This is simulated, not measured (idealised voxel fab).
The document below concerns the process module designated voxel wiring stack.
cross-section cut | 140 nm wide | cells 5 nm
Heads up, the way a cross-section reads in here is a grid of square cells, handed over as bands from the top down, with every band being one or more rows of cells. A band entry consists of two parts. The first gives the height of the band's top and the height of its bottom, in nm. The rest lists the band's materials from left to right, each with its width in nm. A single material labelled with the word "full width" fills the band from edge to edge, and the word "air" marks empty space. All heights in this document are referenced to 0, defined as the level beneath which the wafer, as received, consists entirely of one material. The lowest band is not bounded below; it extends indefinitely downward and is written in the form "top 0, no bottom". Read "30 to 40" as a graded width: first number on top, second number at the bottom, same change between each pair of neighbouring rows. Take "remained the same" at face value: in the step it is given for, the cross-section changed in none of its cells. Closed empty spaces (no open way to the top) of 8 cells or more are what "Fully sealed voids" lists, each as width x height at distance from the left edge, nm for all three. It should be noted that, on the line of a given step, the content following the step's settings is a remark produced by the simulator itself with respect to that step. "overlay nm" answers the question of how far to the right of plan the mask lay on a step that has a mask, and when it is negative the answer is to the left.
## List of planned process steps
| 1 | RECEIVE: material Si |
| 2 | CONFORMAL_DEP: material SiO2, thk nm 10 |
| 3 | CONFORMAL_DEP: material SiCN, thk nm 5 |
| 4 | DIRECTIONAL_DEP: material SiO2, thk nm 25 |
| 5 | MASKED_ETCH: tone open, mask id METAL_1, width nm 20, pitch nm 35, etch materials SiO2, depth nm 25, overlay nm 0 |
| 6 | MASKED_ETCH: tone open, mask id METAL_1, width nm 20, pitch nm 35, etch materials SiCN, depth nm 5, overlay nm 0 |
| 7 | CONFORMAL_DEP: material TiN, thk nm 5 |
| 8 | FILL_DEP: material W, thk nm 10 |
| 9 | CMP: height nm 40 |
| 10 | EPI: material Ru, thk nm 5 |
| 11 | FILL_DEP: material SiCN, thk nm 5 |
| 12 | DIRECTIONAL_DEP: material lowk, thk nm 10 |
| 13 | PATTERN: tone open, mask id PLUG_1, material resist, width nm 15, pitch nm 70, thk nm 20, overlay nm 0 |
| 14 | DIRECTIONAL_ETCH: etch materials lowk, depth nm 10 |
| 15 | DIRECTIONAL_ETCH: etch materials SiCN, depth nm 5 |
| 16 | STRIP: etch materials resist |
| 17 | CONFORMAL_DEP: material TiN, thk nm 5 |
| 18 | FILL_DEP: material W, thk nm 5 |
| 19 | CMP: height nm 60 |
| 20 | DIRECTIONAL_DEP: material TiN, thk nm 5 |
| 21 | DIRECTIONAL_DEP: material Ru, thk nm 20 |
| 22 | MASKED_ETCH: tone cover, mask id METAL_2, width nm 20, pitch nm 35, etch materials Ru, depth nm 20, overlay nm 0 |
| 23 | MASKED_ETCH: tone cover, mask id METAL_2, width nm 20, pitch nm 35, etch materials TiN, depth nm 5, overlay nm 0 |
| 24 | CONFORMAL_DEP: material SiN, thk nm 5 |
| 25 | FILL_DEP: material lowk, thk nm 10 |
| 26 | CMP: height nm 85 |
| 27 | CONFORMAL_DEP: material SiCN, thk nm 5 |
| 28 | DIRECTIONAL_DEP: material SiO2, thk nm 35 |
| 29 | PATTERN: tone open, mask id METAL_3, material resist, width nm 20, pitch nm 35, thk nm 15, overlay nm 0 |
| 30 | DIRECTIONAL_ETCH: etch materials SiO2, depth nm 20 |
| 31 | STRIP: etch materials resist |
| 32 | PATTERN: tone open, mask id METAL_3_HOLES, material resist, width nm 15, pitch nm 35, thk nm 15, overlay nm 0 |
| 33 | DIRECTIONAL_ETCH: etch materials SiO2, depth nm 15 |
| 34 | DIRECTIONAL_ETCH: etch materials SiCN, depth nm 5 |
| 35 | STRIP: etch materials resist |
| 36 | CONFORMAL_DEP: material TiN, thk nm 5 |
| 37 | FILL_DEP: material Cu, thk nm 10 |
| 38 | CMP: height nm 125 |
| 39 | CONFORMAL_DEP: material SiN, thk nm 5 |
## Concerning the first of two wafers, which was run in accordance with the plan
## Cross-section of the wafer as it came to us, i.e., already through step 1
	top 0, no bottom: Si full width
	Fully sealed voids: none
## The wafer, seen in cross-section, after step 2
	top 10, bottom 0: SiO2 full width
	Below 0 it's all the same as before, nothing changed down there.
## The wafer, seen in cross-section, after step 3
	top 15, bottom 10: SiCN full width
	Below 10 it's all the same as before, nothing changed down there.
## The wafer, seen in cross-section, after step 4
	top 40, bottom 15: SiO2 full width
	Below 15 it's all the same as before, nothing changed down there.
## The wafer, seen in cross-section, after step 5
	top 40, bottom 15: SiO2 (25)  air (20)  SiO2 (15)  air (20)  SiO2 (15)  air (20)  SiO2 (25)
	Below 15 it's all the same as before, nothing changed down there.
## The wafer, seen in cross-section, after step 6
	top 40, bottom 15: SiO2 (25)  air (20)  SiO2 (15)  air (20)  SiO2 (15)  air (20)  SiO2 (25)
	top 15, bottom 10: SiCN (25)  air (20)  SiCN (15)  air (20)  SiCN (15)  air (20)  SiCN (25)
	Below 10 it's all the same as before, nothing changed down there.
## The wafer, seen in cross-section, after step 7
	top 45, bottom 40: TiN (30)  air (10)  TiN (25)  air (10)  TiN (25)  air (10)  TiN (30)
	top 40, bottom 15: SiO2 (25)  TiN (5)  air (10)  TiN (5)  SiO2 (15)  TiN (5)  air (10)  TiN (5)  SiO2 (15)  TiN (5)  air (10)  TiN (5)  SiO2 (25)
	top 15, bottom 10: SiCN (25)  TiN (20)  SiCN (15)  TiN (20)  SiCN (15)  TiN (20)  SiCN (25)
	Below 10 it's all the same as before, nothing changed down there.
## The wafer, seen in cross-section, after step 8
	top 55, bottom 45: W full width
	top 45, bottom 40: TiN (30)  W (10)  TiN (25)  W (10)  TiN (25)  W (10)  TiN (30)
	top 40, bottom 15: SiO2 (25)  TiN (5)  W (10)  TiN (5)  SiO2 (15)  TiN (5)  W (10)  TiN (5)  SiO2 (15)  TiN (5)  W (10)  TiN (5)  SiO2 (25)
	Below 15 it's all the same as before, nothing changed down there.
## The wafer, seen in cross-section, after step 9
	top 40, bottom 15: SiO2 (25)  TiN (5)  W (10)  TiN (5)  SiO2 (15)  TiN (5)  W (10)  TiN (5)  SiO2 (15)  TiN (5)  W (10)  TiN (5)  SiO2 (25)
	Below 15 it's all the same as before, nothing changed down there.
## The wafer, seen in cross-section, after step 10
	top 45, bottom 40: air (20)  Ru (30)  air (5)  Ru (30)  air (5)  Ru (30)  air (20)
	Below 40 it's all the same as before, nothing changed down there.
## The wafer, seen in cross-section, after step 11
	top 50, bottom 45: SiCN full width
	top 45, bottom 40: SiCN (20)  Ru (30)  SiCN (5)  Ru (30)  SiCN (5)  Ru (30)  SiCN (20)
	Below 40 it's all the same as before, nothing changed down there.
## The wafer, seen in cross-section, after step 12
	top 60, bottom 50: lowk full width
	Below 50 it's all the same as before, nothing changed down there.
## The wafer, seen in cross-section, after step 13
	top 80, bottom 60: resist (25)  air (15)  resist (55)  air (15)  resist (30)
	Below 60 it's all the same as before, nothing changed down there.
## The wafer, seen in cross-section, after step 14
	top 80, bottom 60: resist (25)  air (15)  resist (55)  air (15)  resist (30)
	top 60, bottom 50: lowk (25)  air (15)  lowk (55)  air (15)  lowk (30)
	Below 50 it's all the same as before, nothing changed down there.
## The wafer, seen in cross-section, after step 15
	top 80, bottom 60: resist (25)  air (15)  resist (55)  air (15)  resist (30)
	top 60, bottom 50: lowk (25)  air (15)  lowk (55)  air (15)  lowk (30)
	top 50, bottom 45: SiCN (25)  air (15)  SiCN (55)  air (15)  SiCN (30)
	Below 45 it's all the same as before, nothing changed down there.
## The wafer, seen in cross-section, after step 16
	top 60, bottom 50: lowk (25)  air (15)  lowk (55)  air (15)  lowk (30)
	Below 50 it's all the same as before, nothing changed down there.
## The wafer, seen in cross-section, after step 17
	top 65, bottom 60: TiN (30)  air (5)  TiN (65)  air (5)  TiN (35)
	top 60, bottom 50: lowk (25)  TiN (5)  air (5)  TiN (5)  lowk (55)  TiN (5)  air (5)  TiN (5)  lowk (30)
	top 50, bottom 45: SiCN (25)  TiN (15)  SiCN (55)  TiN (15)  SiCN (30)
	Below 45 it's all the same as before, nothing changed down there.
## The wafer, seen in cross-section, after step 18
	top 70, bottom 65: W full width
	top 65, bottom 60: TiN (30)  W (5)  TiN (65)  W (5)  TiN (35)
	top 60, bottom 50: lowk (25)  TiN (5)  W (5)  TiN (5)  lowk (55)  TiN (5)  W (5)  TiN (5)  lowk (30)
	Below 50 it's all the same as before, nothing changed down there.
## The wafer, seen in cross-section, after step 19
	top 60, bottom 50: lowk (25)  TiN (5)  W (5)  TiN (5)  lowk (55)  TiN (5)  W (5)  TiN (5)  lowk (30)
	Below 50 it's all the same as before, nothing changed down there.
## The wafer, seen in cross-section, after step 20
	top 65, bottom 60: TiN full width
	Below 60 it's all the same as before, nothing changed down there.
## The wafer, seen in cross-section, after step 21
	top 85, bottom 65: Ru full width
	Below 65 it's all the same as before, nothing changed down there.
## The wafer, seen in cross-section, after step 22
	top 85, bottom 65: air (25)  Ru (20)  air (15)  Ru (20)  air (15)  Ru (20)  air (25)
	Below 65 it's all the same as before, nothing changed down there.
## The wafer, seen in cross-section, after step 23
	top 85, bottom 65: air (25)  Ru (20)  air (15)  Ru (20)  air (15)  Ru (20)  air (25)
	top 65, bottom 60: air (25)  TiN (20)  air (15)  TiN (20)  air (15)  TiN (20)  air (25)
	Below 60 it's all the same as before, nothing changed down there.
## The wafer, seen in cross-section, after step 24
	top 90, bottom 85: air (20)  SiN (30)  air (5)  SiN (30)  air (5)  SiN (30)  air (20)
	top 85, bottom 65: air (20)  SiN (5)  Ru (20)  SiN (5)  air (5)  SiN (5)  Ru (20)  SiN (5)  air (5)  SiN (5)  Ru (20)  SiN (5)  air (20)
	top 65, bottom 60: SiN (25)  TiN (20)  SiN (15)  TiN (20)  SiN (15)  TiN (20)  SiN (25)
	Below 60 it's all the same as before, nothing changed down there.
## The wafer, seen in cross-section, after step 25
	top 100, bottom 90: lowk full width
	top 90, bottom 85: lowk (20)  SiN (30)  lowk (5)  SiN (30)  lowk (5)  SiN (30)  lowk (20)
	top 85, bottom 65: lowk (20)  SiN (5)  Ru (20)  SiN (5)  lowk (5)  SiN (5)  Ru (20)  SiN (5)  lowk (5)  SiN (5)  Ru (20)  SiN (5)  lowk (20)
	Below 65 it's all the same as before, nothing changed down there.
## The wafer, seen in cross-section, after step 26
	top 85, bottom 65: lowk (20)  SiN (5)  Ru (20)  SiN (5)  lowk (5)  SiN (5)  Ru (20)  SiN (5)  lowk (5)  SiN (5)  Ru (20)  SiN (5)  lowk (20)
	Below 65 it's all the same as before, nothing changed down there.
## The wafer, seen in cross-section, after step 27
	top 90, bottom 85: SiCN full width
	Below 85 it's all the same as before, nothing changed down there.
## The wafer, seen in cross-section, after step 28
	top 125, bottom 90: SiO2 full width
	Below 90 it's all the same as before, nothing changed down there.
## The wafer, seen in cross-section, after step 29
	top 140, bottom 125: resist (25)  air (20)  resist (15)  air (20)  resist (15)  air (20)  resist (25)
	Below 125 it's all the same as before, nothing changed down there.
## The wafer, seen in cross-section, after step 30
	top 140, bottom 125: resist (25)  air (20)  resist (15)  air (20)  resist (15)  air (20)  resist (25)
	top 125, bottom 105: SiO2 (25)  air (20)  SiO2 (15)  air (20)  SiO2 (15)  air (20)  SiO2 (25)
	Below 105 it's all the same as before, nothing changed down there.
## The wafer, seen in cross-section, after step 31
	top 125, bottom 105: SiO2 (25)  air (20)  SiO2 (15)  air (20)  SiO2 (15)  air (20)  SiO2 (25)
	Below 105 it's all the same as before, nothing changed down there.
## The wafer, seen in cross-section, after step 32
	top 140, bottom 125: resist (25)  air (15)  resist (20)  air (15)  resist (20)  air (15)  resist (30)
	top 125, bottom 105: SiO2 (25)  air (15)  resist (5)  SiO2 (15)  air (15)  resist (5)  SiO2 (15)  air (15)  resist (5)  SiO2 (25)
	Below 105 it's all the same as before, nothing changed down there.
## The wafer, seen in cross-section, after step 33
	top 140, bottom 125: resist (25)  air (15)  resist (20)  air (15)  resist (20)  air (15)  resist (30)
	top 125, bottom 105: SiO2 (25)  air (15)  resist (5)  SiO2 (15)  air (15)  resist (5)  SiO2 (15)  air (15)  resist (5)  SiO2 (25)
	top 105, bottom 90: SiO2 (25)  air (15)  SiO2 (20)  air (15)  SiO2 (20)  air (15)  SiO2 (30)
	Below 90 it's all the same as before, nothing changed down there.
## The wafer, seen in cross-section, after step 34
	top 140, bottom 125: resist (25)  air (15)  resist (20)  air (15)  resist (20)  air (15)  resist (30)
	top 125, bottom 105: SiO2 (25)  air (15)  resist (5)  SiO2 (15)  air (15)  resist (5)  SiO2 (15)  air (15)  resist (5)  SiO2 (25)
	top 105, bottom 90: SiO2 (25)  air (15)  SiO2 (20)  air (15)  SiO2 (20)  air (15)  SiO2 (30)
	top 90, bottom 85: SiCN (25)  air (15)  SiCN (20)  air (15)  SiCN (20)  air (15)  SiCN (30)
	Below 85 it's all the same as before, nothing changed down there.
## The wafer, seen in cross-section, after step 35
	top 125, bottom 105: SiO2 (25)  air (20)  SiO2 (15)  air (20)  SiO2 (15)  air (20)  SiO2 (25)
	Below 105 it's all the same as before, nothing changed down there.
## The wafer, seen in cross-section, after step 36
	top 130, bottom 125: TiN (30)  air (10)  TiN (25)  air (10)  TiN (25)  air (10)  TiN (30)
	top 125, bottom 110: SiO2 (25)  TiN (5)  air (10)  TiN (5)  SiO2 (15)  TiN (5)  air (10)  TiN (5)  SiO2 (15)  TiN (5)  air (10)  TiN (5)  SiO2 (25)
	top 110, bottom 105: SiO2 (25)  TiN (5)  air (5)  TiN (10)  SiO2 (15)  TiN (5)  air (5)  TiN (10)  SiO2 (15)  TiN (5)  air (5)  TiN (10)  SiO2 (25)
	top 105, bottom 90: SiO2 (25)  TiN (5)  air (5)  TiN (5)  SiO2 (20)  TiN (5)  air (5)  TiN (5)  SiO2 (20)  TiN (5)  air (5)  TiN (5)  SiO2 (30)
	top 90, bottom 85: SiCN (25)  TiN (15)  SiCN (20)  TiN (15)  SiCN (20)  TiN (15)  SiCN (30)
	Below 85 it's all the same as before, nothing changed down there.
## The wafer, seen in cross-section, after step 37
	top 140, bottom 130: Cu full width
	top 130, bottom 125: TiN (30)  Cu (10)  TiN (25)  Cu (10)  TiN (25)  Cu (10)  TiN (30)
	top 125, bottom 110: SiO2 (25)  TiN (5)  Cu (10)  TiN (5)  SiO2 (15)  TiN (5)  Cu (10)  TiN (5)  SiO2 (15)  TiN (5)  Cu (10)  TiN (5)  SiO2 (25)
	top 110, bottom 105: SiO2 (25)  TiN (5)  Cu (5)  TiN (10)  SiO2 (15)  TiN (5)  Cu (5)  TiN (10)  SiO2 (15)  TiN (5)  Cu (5)  TiN (10)  SiO2 (25)
	top 105, bottom 90: SiO2 (25)  TiN (5)  Cu (5)  TiN (5)  SiO2 (20)  TiN (5)  Cu (5)  TiN (5)  SiO2 (20)  TiN (5)  Cu (5)  TiN (5)  SiO2 (30)
	Below 90 it's all the same as before, nothing changed down there.
## The wafer, seen in cross-section, after step 38
	top 125, bottom 110: SiO2 (25)  TiN (5)  Cu (10)  TiN (5)  SiO2 (15)  TiN (5)  Cu (10)  TiN (5)  SiO2 (15)  TiN (5)  Cu (10)  TiN (5)  SiO2 (25)
	Below 110 it's all the same as before, nothing changed down there.
## The wafer, seen in cross-section, after step 39
	top 130, bottom 125: SiN full width
	Below 125 it's all the same as before, nothing changed down there.
## Regarding the second of the two wafers: it shared the first wafer's starting condition and process plan, yet one error occurred during its execution. Its history coincides with that of the first wafer up to and including step 37
Cross-section of the second wafer at the time step 38 of the plan should have ended: remained the same
## Cross-section of the second wafer at the time step 39 of the plan should have ended
	top 145, bottom 140: SiN full width
	Below 140 it's all the same as before, nothing changed down there.
Want to know what went wrong? the plan's step 38 was left out and never carried out
At the finish, the second wafer shows more or fewer cells for some materials than the first does: Cu +62; TiN +22
